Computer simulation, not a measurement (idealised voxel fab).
Herein follows the process module entitled voxel gate over fins.
FYI the section here is cut, 295 nm wide, cells are 5 nm squares.
A cross-section in this document is a grid of square cells, and it is written down as bands, the top band listed before the ones below it; a band is made up of one or more rows of cells.
Heights first: top, then bottom, in nm. Then materials, left to right, each with a width in nm. "all across" on a single material: fills the band edge to edge. "empty": empty space.
We count height from 0. Below that, the starting wafer is all one material. The lowest band never ends at the bottom but goes on down; see "0 and below" for how that is written.
A width such as "30->40" changes by the same amount from each row of cells to the next, from the band's top row to its bottom row.
What does "all unchanged" mean for a step? It means no cell of the cross-section changed in that step.
Listed in "Sealed void listing": every empty space of 8 or more cells without an open way to the top. Form: width x height at distance, the distance being from the left edge, all in nm.
Formally, on a step line, whatever follows the settings is a remark that the simulator itself makes on the step.
"overlay nm" answers the question of how far to the right of plan the mask lay on a step that has a mask, and when it is negative the answer is to the left.
## Process steps foreseen in the plan
1,RECEIVE: material Si
2,CONFORMAL_DEP: material SiN, thk nm 10
3,MASKED_ETCH: tone cover, mask id FINS, width nm 15, pitch nm 55, etch materials SiN, depth nm 10, overlay nm 0
4,MASKED_ETCH: tone cover, mask id FINS, width nm 15, pitch nm 55, etch materials Si, depth nm 30, overlay nm 0
5,OXIDIZE: depth nm 5
6,FILL_DEP: material SiO2, thk nm 5
7,CMP: height nm 10
8,MASKED_ETCH: tone open, mask id RAIL, width nm 15, etch materials SiO2, depth nm 35, overlay nm 0
9,CONFORMAL_DEP: material TiN, thk nm 5
10,FILL_DEP: material W, thk nm 10
11,CMP: height nm 10
12,SELECTIVE_ETCH: etch materials W Ru TiN, depth nm 30
13,FILL_DEP: material SiO2, thk nm 5
14,CMP: height nm 10
15,SELECTIVE_ETCH: etch materials SiO2, depth nm 25
16,STRIP: etch materials SiN
17,CONFORMAL_DEP: material HfO2, thk nm 5
18,CONFORMAL_DEP: material TiN, thk nm 5
19,FILL_DEP: material W, thk nm 10
20,CMP: height nm 15
21,CONFORMAL_DEP: material SiN, thk nm 5
## Wafer at receipt (post step 1), cross-section
* 0 and below  Si all across
* Sealed void listing: none
## Here's the cross-section of the first of our two wafers at the end of the module - it ran as planned
* 20 down to 15  SiN all across
* 15 down to 10  W all across
* 10 down to 5  W 105 nm / TiN 25 nm / W 30 nm / TiN 25 nm / W 110 nm
* 5 down to 0  W 105 nm / TiN 5 nm / HfO2 15 nm / TiN 5 nm / W 30 nm / TiN 5 nm / HfO2 15 nm / TiN 5 nm / W 110 nm
* 0 down to -5  W 105 nm / TiN 5 nm / HfO2 5 nm / Si 5 nm / HfO2 5 nm / TiN 5 nm / W 30 nm / TiN 5 nm / HfO2 5 nm / Si 5 nm / HfO2 5 nm / TiN 5 nm / W 110 nm
* -5 down to -10  TiN 110 nm / HfO2 5 nm / Si 5 nm / HfO2 5 nm / TiN 40 nm / HfO2 5 nm / Si 5 nm / HfO2 5 nm / TiN 115 nm
* -10 down to -15  HfO2 115 nm / Si 5 nm / HfO2 50 nm / Si 5 nm / HfO2 120 nm
* -15 down to -20  SiO2 115 nm / Si 5 nm / SiO2 50 nm / Si 5 nm / SiO2 120 nm
* -20 down to -25  SiO2 115 nm / Si 5 nm / SiO2 15 nm / TiN 15 nm / SiO2 20 nm / Si 5 nm / SiO2 120 nm
* -25 down to -35  SiO2 115 nm / Si 5 nm / SiO2 50 nm / Si 5 nm / SiO2 120 nm
* -35 and below  Si all across
* Sealed void listing: none
## Cross-sectional view of the second of two wafers upon completion of the module. This wafer shared its starting condition and process plan with the first; one error was made during its execution
* 20 down to 15  SiN all across
* 15 down to 10  W all across
* 10 down to 5  W 115 nm / TiN 25 nm / W 30 nm / TiN 25 nm / W 100 nm
* 5 down to 0  W 105 nm / TiN 15 nm / HfO2 15 nm / TiN 5 nm / W 20 nm / TiN 15 nm / HfO2 15 nm / TiN 5 nm / W 100 nm
* 0 down to -5  W 105 nm / TiN 5 nm / HfO2 15 nm / Si 5 nm / HfO2 5 nm / TiN 5 nm / W 20 nm / TiN 5 nm / HfO2 15 nm / Si 5 nm / HfO2 5 nm / TiN 5 nm / W 100 nm
* -5 down to -10  TiN 110 nm / HfO2 5 nm / Si 15 nm / HfO2 5 nm / TiN 30 nm / HfO2 5 nm / Si 15 nm / HfO2 5 nm / TiN 105 nm
* -10 down to -15  HfO2 115 nm / Si 15 nm / HfO2 40 nm / Si 15 nm / HfO2 110 nm
* -15 down to -20  SiO2 115 nm / Si 15 nm / SiO2 40 nm / Si 15 nm / SiO2 110 nm
* -20 down to -25  SiO2 115 nm / Si 15 nm / SiO2 5 nm / TiN 15 nm / SiO2 20 nm / Si 15 nm / SiO2 110 nm
* -25 down to -35  SiO2 115 nm / Si 15 nm / SiO2 40 nm / Si 15 nm / SiO2 110 nm
* -35 and below  Si all across
* Sealed void listing: none
Diagnosis: off-plan run, step 3, actual operation and settings MASKED_ETCH: tone cover, mask id FINS, width nm 15, pitch nm 55, etch materials SiN, depth nm 10, overlay nm 10
Final cells, second wafer relative to first, materials higher or lower: +24 Si; -16 SiO2; -8 W
